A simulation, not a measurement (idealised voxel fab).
voxel released beams: a process module
We display cut, a cross-section 220 nm in width whose square cells are each 5 nm.
Cross-section format: a grid of square cells, given as bands from top to bottom; each band is one or more rows of cells. In this notation a band is specified by the heights of its top and bottom, in that order and in nm, after which its materials appear from left to right, each paired with its width in nm. The word "throughout" attached to a single material means that material fills the band from edge to edge; the word "blank" stands for empty space. Heights are measured from 0, the level below which the as-received wafer is all one material; the lowest band has no bottom and continues downward, written as in "0..down". Per-row width for "30..40": begins at first number (top row of band), ends at second number (bottom row), increment between rows held constant. No cell of the cross-section changed in a step that is given as "identical to before". Enclosed voids (no open way to top), threshold 8 cells or more, entry "Sealed void listing", notation width x height at distance, distance from left edge, nm. Whatever follows a step's settings on its line is a remark the simulator itself makes about that step. "overlay nm" denotes, for a step that has a mask, the displacement of the mask to the right of its planned place, with negative values corresponding to the left.

List of planned process steps:
step 1: RECEIVE | material Si
step 2: CONFORMAL_DEP | material SiN | thk nm 5
step 3: DIRECTIONAL_DEP | material SiO2 | thk nm 20
step 4: PATTERN | tone open | mask id ANCHOR | material resist | width nm 20 | thk nm 15 | overlay nm 0
step 5: DIRECTIONAL_ETCH | etch materials SiO2 | depth nm 20
step 6: STRIP | etch materials resist
step 7: CONFORMAL_DEP | material polySi | thk nm 10
step 8: PATTERN | tone cover | mask id BEAM | material resist | width nm 95 | thk nm 15 | overlay nm 0
step 9: DIRECTIONAL_ETCH | etch materials polySi | depth nm 10
step 10: STRIP | etch materials resist
step 11: STRIP | etch materials SiO2
varied across the wafers: width nm of step 4. The plan shows the first wafer's value. All wafers start alike

The first of several wafers in cross-section, exactly as it reached us after step 1:
	0..down | Si throughout
	Sealed void listing: none

Basically each wafer gets a line in the table, showing it at the end of the module: material by material, the cells it gained (+) or lost (-) since we got it, then its closed voids:
width nm 20 | +44 SiN | +54 polySi | Sealed void listing: none
width nm 25 | +44 SiN | +54 polySi | Sealed void listing: none
width nm 30 | +44 SiN | +54 polySi | Sealed void listing: none
width nm 35 | +44 SiN | +54 polySi | Sealed void listing: none
width nm 40 | +44 SiN | +54 polySi | Sealed void listing: none
width nm 45 | +44 SiN | +54 polySi | Sealed void listing: none
